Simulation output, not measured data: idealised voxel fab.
A process module follows: voxel ribs on slabs.
285 nm wide, 5 nm square cells: that's cross-section cut.
Throughout this document, each cross-section is represented as a grid of square cells and is presented as a sequence of bands enumerated from the top downward, where a band comprises one or more rows of cells. Per band: top height and bottom height in nm, followed by the left-to-right materials and their widths in nm; "full width" marks a single material spanning edge to edge, "empty" marks empty space. Convention: height 0 is the level below which the wafer, as received, is all one material. The lowest band does not terminate at the bottom but continues downward, represented as "0..down". Read "30 to 40" as a graded width: first number on top, second number at the bottom, same change between each pair of neighbouring rows. "nothing changed" after a step means that no cell of the cross-section changed. Heads up: "Closed void table" only lists the empty pockets with no open path to the top that are 8 cells or more, and it writes them as width x height at distance, distance from the left edge, in nm. Anything after a step's settings on that line? It's the simulator's own note about the step. You can add "overlay nm" to a step's line. For a step with a mask, it describes how far the mask lay to the right of its planned position, and a negative number describes a lay to the left.
Process steps (planned)
| 1 | op RECEIVE | material Si |
| 2 | op DIRECTIONAL_DEP | material SiO2 | thk nm 30 |
| 3 | op DIRECTIONAL_DEP | material SiN | thk nm 25 |
| 4 | op DIRECTIONAL_DEP | material aC | thk nm 10 |
| 5 | op PATTERN | tone cover | mask id RIB | material resist | width nm 30 | thk nm 25 | overlay nm 0 |
| 6 | op DIRECTIONAL_ETCH | etch materials aC | depth nm 10 |
| 7 | op STRIP | etch materials resist |
| 8 | op DIRECTIONAL_ETCH | etch materials SiN | depth nm 5 |
| 9 | op STRIP | etch materials aC |
| 10 | op MASKED_ETCH | tone cover | mask id SLAB | width nm 60 | etch materials SiN | depth nm 20 | overlay nm 0 |
| 11 | op FILL_DEP | material SiO2 | thk nm 25 |
| 12 | op CMP | height nm 70 |
| 13 | op DIRECTIONAL_DEP | material TiN | thk nm 10 |
| 14 | op PATTERN | tone cover | mask id HEATER | material resist | width nm 40 | thk nm 20 | overlay nm 0 |
| 15 | op DIRECTIONAL_ETCH | etch materials TiN | depth nm 10 |
| 16 | op STRIP | etch materials resist |
| 17 | op CONFORMAL_DEP | material SiN | thk nm 5 |
Account of the first of two wafers, which was processed as intended
Cross-sectional view of the wafer in its as-received condition, corresponding to the state after step 1
0..down  Si full width
Closed void table: none
Take a look at the wafer's cross-section after step 2
30..0  SiO2 full width
Note: structure below 0 unchanged.
Take a look at the wafer's cross-section after step 3
55..30  SiN full width
Note: structure below 30 unchanged.
Take a look at the wafer's cross-section after step 4
65..55  aC full width
Note: structure below 55 unchanged.
Take a look at the wafer's cross-section after step 5
90..65  empty (125) | resist (30) | empty (130)
Note: structure below 65 unchanged.
Take a look at the wafer's cross-section after step 6
80..65  empty (125) | resist (30) | empty (130)
65..55  empty (125) | aC (30) | empty (130)
Note: structure below 55 unchanged.
Take a look at the wafer's cross-section after step 7
65..55  empty (125) | aC (30) | empty (130)
Note: structure below 55 unchanged.
Take a look at the wafer's cross-section after step 8
65..55  empty (125) | aC (30) | empty (130)
55..50  empty (125) | SiN (30) | empty (130)
Note: structure below 50 unchanged.
Take a look at the wafer's cross-section after step 9
55..50  empty (125) | SiN (30) | empty (130)
Note: structure below 50 unchanged.
Take a look at the wafer's cross-section after step 10
55..50  empty (125) | SiN (30) | empty (130)
50..30  empty (110) | SiN (60) | empty (115)
Note: structure below 30 unchanged.
Take a look at the wafer's cross-section after step 11
80..55  SiO2 full width
55..50  SiO2 (125) | SiN (30) | SiO2 (130)
50..30  SiO2 (110) | SiN (60) | SiO2 (115)
Note: structure below 30 unchanged.
Take a look at the wafer's cross-section after step 12
70..55  SiO2 full width
Note: structure below 55 unchanged.
Take a look at the wafer's cross-section after step 13
80..70  TiN full width
Note: structure below 70 unchanged.
Take a look at the wafer's cross-section after step 14
100..80  empty (120) | resist (40) | empty (125)
Note: structure below 80 unchanged.
Take a look at the wafer's cross-section after step 15
100..80  empty (120) | resist (40) | empty (125)
80..70  empty (120) | TiN (40) | empty (125)
Note: structure below 70 unchanged.
Take a look at the wafer's cross-section after step 16
80..70  empty (120) | TiN (40) | empty (125)
Note: structure below 70 unchanged.
Take a look at the wafer's cross-section after step 17
85..80  empty (115) | SiN (50) | empty (120)
80..75  empty (115) | SiN (5) | TiN (40) | SiN (5) | empty (120)
75..70  SiN (120) | TiN (40) | SiN (125)
Note: structure below 70 unchanged.
Second wafer. Start and plan as for the first. One mistake made in running. Agrees with the first up to and including step 2
Second wafer, cut view, end of step 3 per plan
40..30  aC full width
Note: structure below 30 unchanged.
Second wafer, cut view, end of step 4 per plan
65..40  SiN full width
Note: structure below 40 unchanged.
Second wafer, cut view, end of step 5 per plan
90..65  empty (125) | resist (30) | empty (130)
Note: structure below 65 unchanged.
Second wafer, cut view, end of step 6 per plan
80..65  empty (125) | resist (30) | empty (130)
Note: structure below 65 unchanged.
Second wafer, cut view, end of step 7 per plan
65..40  SiN full width
Note: structure below 40 unchanged.
Second wafer, cut view, end of step 8 per plan
60..40  SiN full width
Note: structure below 40 unchanged.
Second wafer, cut view, end of step 9 per plan: nothing changed
Second wafer, cut view, end of step 10 per plan
60..40  empty (110) | SiN (60) | empty (115)
Note: structure below 40 unchanged.
Second wafer, cut view, end of step 11 per plan
85..60  SiO2 full width
60..40  SiO2 (110) | SiN (60) | SiO2 (115)
Note: structure below 40 unchanged.
Second wafer, cut view, end of step 12 per plan
70..60  SiO2 full width
Note: structure below 60 unchanged.
Second wafer, cut view, end of step 13 per plan
80..70  TiN full width
Note: structure below 70 unchanged.
Second wafer, cut view, end of step 14 per plan
100..80  empty (120) | resist (40) | empty (125)
Note: structure below 80 unchanged.
Second wafer, cut view, end of step 15 per plan
100..80  empty (120) | resist (40) | empty (125)
80..70  empty (120) | TiN (40) | empty (125)
Note: structure below 70 unchanged.
Second wafer, cut view, end of step 16 per plan
80..70  empty (120) | TiN (40) | empty (125)
Note: structure below 70 unchanged.
Second wafer, cut view, end of step 17 per plan
85..80  empty (115) | SiN (50) | empty (120)
80..75  empty (115) | SiN (5) | TiN (40) | SiN (5) | empty (120)
75..70  SiN (120) | TiN (40) | SiN (125)
Note: structure below 70 unchanged.
The plan and the run diverged here: the intended sequence of steps 3 and 4 was reversed during processing, with each occupying the position of the other
End check, counted in cells, second wafer has more or fewer of these materials than the first: -6 SiN; -108 SiO2; +114 aC
